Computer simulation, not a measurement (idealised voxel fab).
You're looking at the process module voxel wiring stack.
Displayed cross-section: cut, width of 170 nm, square cells sized 5 nm.
This document writes a cross-section as a grid whose cells are square, and gives it as bands, listed from the top down; one or more rows of cells form a band. A band entry consists of two parts. The first gives the height of the band's top and the height of its bottom, in nm. The rest lists the band's materials from left to right, each with its width in nm. A single material labelled with the word "all across" fills the band from edge to edge, and the word "empty" marks empty space. Height reference: 0 = level under which incoming wafer is all one material. Lowest band: no bottom, runs on downward, e.g. "0..down". Graded width ("30 to 40"): value in top row of band = first number; value in bottom row = second number; row-to-row change constant. The cross-section has no changed cell in any step marked "left unchanged". Closed empty spaces (no open way to the top) of 8 cells or more are what "Completely enclosed voids" lists, each as width x height at distance from the left edge, nm for all three. Anything after a step's settings on that line? It's the simulator's own note about the step. The setting "overlay nm" may be written on the line of a step. When the step uses a mask, the value reports how far to the right of the planned place the mask lay, and a negative value reports that it lay to the left.
**List of planned process steps**
1,RECEIVE [material Si]
2,CONFORMAL_DEP [material SiO2] [thk nm 10]
3,DIRECTIONAL_DEP [material TiN] [thk nm 5]
4,DIRECTIONAL_DEP [material W] [thk nm 20]
5,PATTERN [tone cover] [mask id METAL_1] [material resist] [width nm 20] [pitch nm 35] [thk nm 15] [overlay nm 0]
6,DIRECTIONAL_ETCH [etch materials W] [depth nm 20]
7,DIRECTIONAL_ETCH [etch materials TiN] [depth nm 5]
8,STRIP [etch materials resist]
9,CONFORMAL_DEP [material SiN] [thk nm 5]
10,FILL_DEP [material lowk] [thk nm 10]
11,CMP [height nm 35]
12,CONFORMAL_DEP [material SiCN] [thk nm 5]
13,DIRECTIONAL_DEP [material SiO2] [thk nm 10]
14,DIRECTIONAL_DEP [material aC] [thk nm 10]
15,PATTERN [tone open] [mask id PLUG_1] [material resist] [width nm 15] [pitch nm 35] [thk nm 25] [overlay nm 0]
16,DIRECTIONAL_ETCH [etch materials aC] [depth nm 10]
17,STRIP [etch materials resist]
18,DIRECTIONAL_ETCH [etch materials SiO2] [depth nm 10]
19,DIRECTIONAL_ETCH [etch materials SiCN] [depth nm 5]
20,STRIP [etch materials aC]
21,CONFORMAL_DEP [material TiN] [thk nm 5]
22,FILL_DEP [material Ru] [thk nm 5]
23,CMP [height nm 50]
24,DIRECTIONAL_DEP [material TiN] [thk nm 5]
25,DIRECTIONAL_DEP [material Ru] [thk nm 15]
26,MASKED_ETCH [tone cover] [mask id METAL_2] [width nm 20] [pitch nm 35] [etch materials Ru] [depth nm 15] [overlay nm 0]
27,MASKED_ETCH [tone cover] [mask id METAL_2] [width nm 20] [pitch nm 35] [etch materials TiN] [depth nm 5] [overlay nm 0]
28,FILL_DEP [material SiO2] [thk nm 5]
29,CMP [height nm 70]
30,CONFORMAL_DEP [material SiCN] [thk nm 5]
31,DIRECTIONAL_DEP [material SiO2] [thk nm 20]
32,DIRECTIONAL_DEP [material aC] [thk nm 15]
33,PATTERN [tone open] [mask id PLUG_2] [material resist] [width nm 15] [pitch nm 35] [thk nm 35] [overlay nm 0]
34,DIRECTIONAL_ETCH [etch materials aC] [depth nm 15]
35,STRIP [etch materials resist]
36,DIRECTIONAL_ETCH [etch materials SiO2] [depth nm 20]
37,DIRECTIONAL_ETCH [etch materials SiCN] [depth nm 5]
38,STRIP [etch materials aC]
39,CONFORMAL_DEP [material TiN] [thk nm 5]
40,FILL_DEP [material Ru] [thk nm 5]
41,CMP [height nm 95]
42,DIRECTIONAL_DEP [material TiN] [thk nm 5]
43,DIRECTIONAL_DEP [material W] [thk nm 15]
44,MASKED_ETCH [tone cover] [mask id METAL_3] [width nm 20] [pitch nm 35] [etch materials W] [depth nm 15] [overlay nm 0]
45,MASKED_ETCH [tone cover] [mask id METAL_3] [width nm 20] [pitch nm 35] [etch materials TiN] [depth nm 5] [overlay nm 0]
46,FILL_DEP [material SiO2] [thk nm 10]
47,CMP [height nm 115]
48,CONFORMAL_DEP [material SiN] [thk nm 5]
**Cross-section of the wafer as it came to us, i.e., already through step 1**
  0..down = Si all across
  Completely enclosed voids: none
**Starting wafer: above. Plan: above. Run: one mistake. Cross-section after the module: below**
  120..115 = SiN all across
  115..100 = SiO2 (55), then W (20), then SiO2 (15), then W (20), then SiO2 (60)
  100..95 = SiO2 (55), then TiN (20), then SiO2 (15), then TiN (20), then SiO2 (60)
  95..75 = SiO2 (55), then TiN (5), then Ru (5), then TiN (5), then SiO2 (20), then TiN (5), then Ru (5), then TiN (5), then SiO2 (65)
  75..70 = SiCN (55), then TiN (15), then SiCN (20), then TiN (15), then SiCN (65)
  70..55 = SiO2 (55), then Ru (20), then SiO2 (15), then Ru (20), then SiO2 (60)
  55..50 = SiO2 (55), then TiN (20), then SiO2 (15), then TiN (20), then SiO2 (60)
  50..40 = SiO2 (45), then TiN (5), then Ru (5), then TiN (5), then SiO2 (20), then TiN (5), then Ru (5), then TiN (5), then SiO2 (75)
  40..35 = SiCN (45), then TiN (15), then SiCN (20), then TiN (15), then SiCN (75)
  35..15 = lowk (50), then SiN (5), then W (20), then SiN (5), then lowk (5), then SiN (5), then W (20), then SiN (5), then lowk (55)
  15..10 = SiN (55), then TiN (20), then SiN (15), then TiN (20), then SiN (60)
  10..0 = SiO2 all across
  0..down = Si all across
  Completely enclosed voids: none
Deviation from plan: step 15 changed vs plan, executed as PATTERN [tone open] [mask id PLUG_1] [material resist] [width nm 15] [pitch nm 35] [thk nm 25] [overlay nm -10]
